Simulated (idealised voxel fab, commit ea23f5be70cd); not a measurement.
Title: Process Module voxel capacitor over wiring
Each square cell in cross-section cut measures 5 nm, and the section as a whole is 210 nm wide.
Reading order for cross-sections: top band down to bottom band. Underlying form: a grid of square cells. Band size: one or more rows of cells.
Band entry format. Leading values: height of top, height of bottom, nm. Remainder: materials in left-to-right order, each with its width in nm. Special words: "all across" on a single material, which then fills the band edge to edge; "air", empty space.
All heights in this document are referenced to 0, defined as the level beneath which the wafer, as received, consists entirely of one material. The lowest band is not bounded below; it extends indefinitely downward and is written in the form "0 down".
Quick explanation for "30..40": the width changes in equal steps down the rows of cells, from the first number in the band's top row to the second number in its bottom row.
Reading "remained the same" for a step: not a cell of the cross-section changed in it.
Entry "Sealed voids" = empty spaces >= 8 cells with no open way to the top; each as width x height at distance, distance from left edge, all nm.
The remark found on a step's line after its settings is issued by the simulator itself and pertains to that step.
The "overlay nm" setting may appear on a step's line; for a step that uses a mask, it gives how far to the right of its planned position the mask lay, and a negative value indicates the left.
# plan
1,RECEIVE: material Si
2,CONFORMAL_DEP: material SiO2, thk nm 15
3,CONFORMAL_DEP: material SiCN, thk nm 5
4,DIRECTIONAL_DEP: material SiO2, thk nm 25
5,MASKED_ETCH: tone open, mask id METAL_1, width nm 25, pitch nm 75, etch materials SiO2, depth nm 25, overlay nm -15
6,MASKED_ETCH: tone open, mask id METAL_1, width nm 25, pitch nm 75, etch materials SiCN, depth nm 5, overlay nm 0
7,CONFORMAL_DEP: material TiN, thk nm 5
8,FILL_DEP: material W, thk nm 10
9,CMP: height nm 45
10,EPI: material Ru, thk nm 5
11,FILL_DEP: material SiCN, thk nm 5
12,DIRECTIONAL_DEP: material SiO2, thk nm 10
13,MASKED_ETCH: tone open, mask id PLUG_1, width nm 15, etch materials SiO2, depth nm 10, overlay nm 0
14,MASKED_ETCH: tone open, mask id PLUG_1, width nm 15, etch materials SiCN, depth nm 5, overlay nm 0
15,CONFORMAL_DEP: material TiN, thk nm 5
16,FILL_DEP: material W, thk nm 5
17,CMP: height nm 65
18,DIRECTIONAL_DEP: material TiN, thk nm 10
19,DIRECTIONAL_DEP: material Al2O3, thk nm 5
20,DIRECTIONAL_DEP: material TiN, thk nm 10
21,PATTERN: tone cover, mask id UPPER_PLATE, material resist, width nm 55, thk nm 20, overlay nm 0
22,DIRECTIONAL_ETCH: etch materials TiN, depth nm 10
23,DIRECTIONAL_ETCH: etch materials Al2O3, depth nm 5
24,STRIP: etch materials resist
25,PATTERN: tone cover, mask id LOWER_PLATE, material resist, width nm 65, thk nm 15, overlay nm 0
26,DIRECTIONAL_ETCH: etch materials TiN, depth nm 10
27,STRIP: etch materials resist
28,FILL_DEP: material SiO2, thk nm 20
29,CMP: height nm 105
30,PATTERN: tone open, mask id PLUG_2, material resist, width nm 15, thk nm 20, overlay nm 0
31,DIRECTIONAL_ETCH: etch materials SiO2, depth nm 15
32,STRIP: etch materials resist
33,CONFORMAL_DEP: material TiN, thk nm 5
34,FILL_DEP: material Ru, thk nm 5
35,CMP: height nm 105
36,CONFORMAL_DEP: material SiCN, thk nm 5
The plan shows the overlay nm of step 5 as the first wafer had it; this setting differs between the wafers, which start out alike.
# As received, i.e. after step 1: cross-section through the first of several wafers
  0 down = Si all across
  Sealed voids: none
# each wafer at the end: cells of each material gained (+) or lost (-) since it was received, then its closed voids
overlay nm -15 | +11 Al2O3 | +16 Ru | +147 SiCN | +632 SiO2 | +92 TiN | +26 W | Sealed voids: none
overlay nm -10 | +11 Al2O3 | +16 Ru | +145 SiCN | +632 SiO2 | +92 TiN | +28 W | Sealed voids: none
overlay nm -5 | +11 Al2O3 | +16 Ru | +143 SiCN | +632 SiO2 | +92 TiN | +30 W | Sealed voids: none
overlay nm 0 | +11 Al2O3 | +16 Ru | +141 SiCN | +632 SiO2 | +92 TiN | +32 W | Sealed voids: none
overlay nm 5 | +11 Al2O3 | +16 Ru | +143 SiCN | +632 SiO2 | +92 TiN | +30 W | Sealed voids: none
overlay nm 10 | +11 Al2O3 | +16 Ru | +145 SiCN | +632 SiO2 | +92 TiN | +28 W | Sealed voids: none
overlay nm 15 | +11 Al2O3 | +16 Ru | +147 SiCN | +632 SiO2 | +92 TiN | +26 W | Sealed voids: none
